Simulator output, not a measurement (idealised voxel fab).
This section sets out a process module, namely voxel capacitor over wiring.
The cross-section shown here is cut; it is 195 nm wide and divided into square cells measuring 5 nm on a side.
If you're reading a cross-section in this doc, picture square cells in a grid; it comes to you as bands, top ones listed first down to the bottom, and a band can be one or more rows of cells.
Look at the band entry: it leads with the top's height and the bottom's height in nm. Then it lists the materials left to right, with a width in nm for each. The word "throughout" on a single material says that material fills the band edge to edge. The word "blank" is empty space.
Where do heights start? At 0: under that level the wafer as delivered is made of one material only. And the lowest band has no floor; it just carries on downward, as in "top 0, no bottom".
Graded width ("30..40"): value in top row of band = first number; value in bottom row = second number; row-to-row change constant.
"remained unchanged" means the step left every cell of the cross-section as it was.
Reported under the label "Fully enclosed voids" are the empty spaces having no open way to the top and comprising 8 cells or more; the notation for each is width x height at distance, in which the distance is measured from the left edge and all three values are in nm.
What comes after the settings on a step's line is commentary from the simulator itself on that step.
If you see "overlay nm" on a step's line and that step has a mask, it's telling you how far right of where it was planned the mask ended up; a negative number means it went left instead.
List of planned process steps:
1) RECEIVE | material Si
2) CONFORMAL_DEP | material SiO2 | thk nm 10
3) DIRECTIONAL_DEP | material TiN | thk nm 5
4) DIRECTIONAL_DEP | material W | thk nm 25
5) DIRECTIONAL_DEP | material aC | thk nm 15
6) PATTERN | tone cover | mask id METAL_1 | material resist | width nm 30 | pitch nm 85 | thk nm 30 | overlay nm 0
7) DIRECTIONAL_ETCH | etch materials aC | depth nm 15
8) STRIP | etch materials resist
9) DIRECTIONAL_ETCH | etch materials W | depth nm 25
10) DIRECTIONAL_ETCH | etch materials TiN | depth nm 5
11) STRIP | etch materials aC
12) FILL_DEP | material lowk | thk nm 10
13) CMP | height nm 40
14) CONFORMAL_DEP | material SiCN | thk nm 5
15) DIRECTIONAL_DEP | material lowk | thk nm 15
16) MASKED_ETCH | tone open | mask id PLUG_1 | width nm 15 | etch materials lowk | depth nm 15 | overlay nm 0
17) MASKED_ETCH | tone open | mask id PLUG_1 | width nm 15 | etch materials SiCN | depth nm 5 | overlay nm 0
18) EPI | material Ru | thk nm 10
19) EPI | material Ru | thk nm 10
20) DIRECTIONAL_DEP | material TiN | thk nm 10
21) DIRECTIONAL_DEP | material Al2O3 | thk nm 5
22) DIRECTIONAL_DEP | material TiN | thk nm 10
23) MASKED_ETCH | tone cover | mask id UPPER_PLATE | width nm 60 | etch materials TiN | depth nm 10 | overlay nm 0
24) MASKED_ETCH | tone cover | mask id UPPER_PLATE | width nm 60 | etch materials Al2O3 | depth nm 5 | overlay nm 0
25) DIRECTIONAL_DEP | material aC | thk nm 15
26) PATTERN | tone cover | mask id LOWER_PLATE | material resist | width nm 70 | thk nm 30 | overlay nm 0
27) DIRECTIONAL_ETCH | etch materials aC | depth nm 15
28) STRIP | etch materials resist
29) DIRECTIONAL_ETCH | etch materials TiN | depth nm 10
30) STRIP | etch materials aC
31) FILL_DEP | material SiO2 | thk nm 20
32) CMP | height nm 100
33) PATTERN | tone open | mask id PLUG_2 | material resist | width nm 15 | thk nm 15 | overlay nm 0
34) DIRECTIONAL_ETCH | etch materials SiO2 | depth nm 15
35) STRIP | etch materials resist
36) CONFORMAL_DEP | material TiN | thk nm 5
37) FILL_DEP | material W | thk nm 5
38) CMP | height nm 100
39) CONFORMAL_DEP | material SiCN | thk nm 5
Step 1 complete: cross-section of the wafer as received:
    top 0, no bottom  Si throughout
    Fully enclosed voids: none
Wafer cross-section at end of module: start and plan as shown above, one execution error:
    top 105, bottom 100  SiCN throughout
    top 100, bottom 90  SiO2 65; TiN 5; W 5; TiN 5; SiO2 115
    top 90, bottom 85  SiO2 65; TiN 15; SiO2 115
    top 85, bottom 75  SiO2 70; TiN 45; SiO2 80
    top 75, bottom 70  SiO2 70; Al2O3 45; SiO2 80
    top 70, bottom 65  SiO2 50; TiN 5; SiO2 15; TiN 50; SiO2 75
    top 65, bottom 60  SiO2 50; TiN 70; SiO2 75
    top 60, bottom 55  lowk 55; TiN 15; lowk 125
    top 55, bottom 50  lowk 55; Al2O3 15; lowk 125
    top 50, bottom 45  lowk 55; TiN 15; lowk 125
    top 45, bottom 40  SiCN 55; TiN 15; SiCN 125
    top 40, bottom 15  W 40; lowk 30; W 55; lowk 30; W 40
    top 15, bottom 10  TiN 40; lowk 30; TiN 55; lowk 30; TiN 40
    top 10, bottom 0  SiO2 throughout
    top 0, no bottom  Si throughout
    Fully enclosed voids: none
It is concluded that the wafer was processed incorrectly with respect to the plan, in that planned and actual differ for step 6; actual: PATTERN | tone open | mask id METAL_1 | material resist | width nm 30 | pitch nm 85 | thk nm 30 | overlay nm 0
